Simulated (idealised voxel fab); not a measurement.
Name of the process module below: voxel self aligned vias
295 nm wide, 5 nm square cells: that's cross-section cut.
Bands, listed from the top down, are how a cross-section gets written in this document; the cross-section itself is a grid of square cells, and a band is one or more rows of them. Band entry format. Leading values: height of top, height of bottom, nm. Remainder: materials in left-to-right order, each with its width in nm. Special words: "everywhere" on a single material, which then fills the band edge to edge; "blank", empty space. Below 0: as-received wafer, all one material; heights counted from there. Lowest band: no bottom, goes on down, written "z 0 and below". You'd read "30..40" like this: the band's top row of cells is as wide as the first number, its bottom row is as wide as the second, and going down, every row changes width by the same amount as the row before did. Any step labelled "nothing was modified" changed none of the cells in the cross-section. Voids not open to the top, 8 cells minimum: see "Enclosed internal voids". Written width x height at distance; distance is from the left edge; nm. Anything after a step's settings on that line? It's the simulator's own note about the step. If you see "overlay nm" on a step's line and that step has a mask, it's telling you how far right of where it was planned the mask ended up; a negative number means it went left instead.

So here's the lineup of process steps we planned
- 1: RECEIVE [material Si]
- 2: CONFORMAL_DEP [material SiO2] [thk nm 10]
- 3: CONFORMAL_DEP [material SiCN] [thk nm 5]
- 4: DIRECTIONAL_DEP [material SiO2] [thk nm 25]
- 5: DIRECTIONAL_DEP [material aC] [thk nm 15]
- 6: PATTERN [tone open] [mask id LINES] [material resist] [width nm 30] [pitch nm 65] [thk nm 30] [overlay nm 0]
- 7: DIRECTIONAL_ETCH [etch materials aC] [depth nm 15]
- 8: STRIP [etch materials resist]
- 9: DIRECTIONAL_ETCH [etch materials SiO2] [depth nm 25]
- 10: STRIP [etch materials aC]
- 11: CONFORMAL_DEP [material TiN] [thk nm 5]
- 12: FILL_DEP [material W] [thk nm 5]
- 13: CMP [height nm 40]
- 14: SELECTIVE_ETCH [etch materials W Ru TiN] [depth nm 5]
- 15: FILL_DEP [material SiN] [thk nm 5]
- 16: CMP [height nm 40]
- 17: DIRECTIONAL_DEP [material SiO2] [thk nm 15]
- 18: DIRECTIONAL_DEP [material aC] [thk nm 15]
- 19: PATTERN [tone open] [mask id VIAS] [material resist] [width nm 40] [thk nm 35] [overlay nm 0]
- 20: DIRECTIONAL_ETCH [etch materials aC] [depth nm 15]
- 21: STRIP [etch materials resist]
- 22: DIRECTIONAL_ETCH [etch materials SiO2] [depth nm 15]
- 23: DIRECTIONAL_ETCH [etch materials SiN] [depth nm 5]
- 24: STRIP [etch materials aC]
- 25: CONFORMAL_DEP [material TiN] [thk nm 5]
- 26: FILL_DEP [material W] [thk nm 5]
- 27: CMP [height nm 55]
- 28: CONFORMAL_DEP [material SiN] [thk nm 5]

As-received wafer cross-section (after step 1)
* z 0 and below = Si everywhere
* Enclosed internal voids: none

As-planned run: cross-section of the first of two wafers at end of module
* z 60 to 55 = SiN everywhere
* z 55 to 45 = 95 nm SiO2  5 nm TiN  30 nm W  5 nm TiN  160 nm SiO2
* z 45 to 40 = 95 nm SiO2  10 nm TiN  20 nm W  10 nm TiN  160 nm SiO2
* z 40 to 35 = 100 nm SiO2  30 nm TiN  35 nm SiO2  30 nm SiN  100 nm SiO2
* z 35 to 20 = 100 nm SiO2  5 nm TiN  20 nm W  5 nm TiN  35 nm SiO2  5 nm TiN  20 nm W  5 nm TiN  100 nm SiO2
* z 20 to 15 = 100 nm SiO2  30 nm TiN  35 nm SiO2  30 nm TiN  100 nm SiO2
* z 15 to 10 = SiCN everywhere
* z 10 to 0 = SiO2 everywhere
* z 0 and below = Si everywhere
* Enclosed internal voids: none

Cross-section at end of module for the second wafer of two, which matched the first in starting point and plan and differed by one mistake in its processing
* z 60 to 55 = SiN everywhere
* z 55 to 45 = 95 nm SiO2  5 nm TiN  30 nm W  5 nm TiN  160 nm SiO2
* z 45 to 40 = 95 nm SiO2  40 nm TiN  160 nm SiO2
* z 40 to 35 = SiCN everywhere
* z 35 to 0 = SiO2 everywhere
* z 0 and below = Si everywhere
* Enclosed internal voids: none
In executing the process, a mistake was made relative to the plan: the intended sequence of steps 3 and 4 was reversed during processing, with each occupying the position of the other
Per the end-of-run cell counts, the second wafer holds more or fewer of some materials than the first: -6 SiN, +60 SiO2, -26 TiN, -28 W
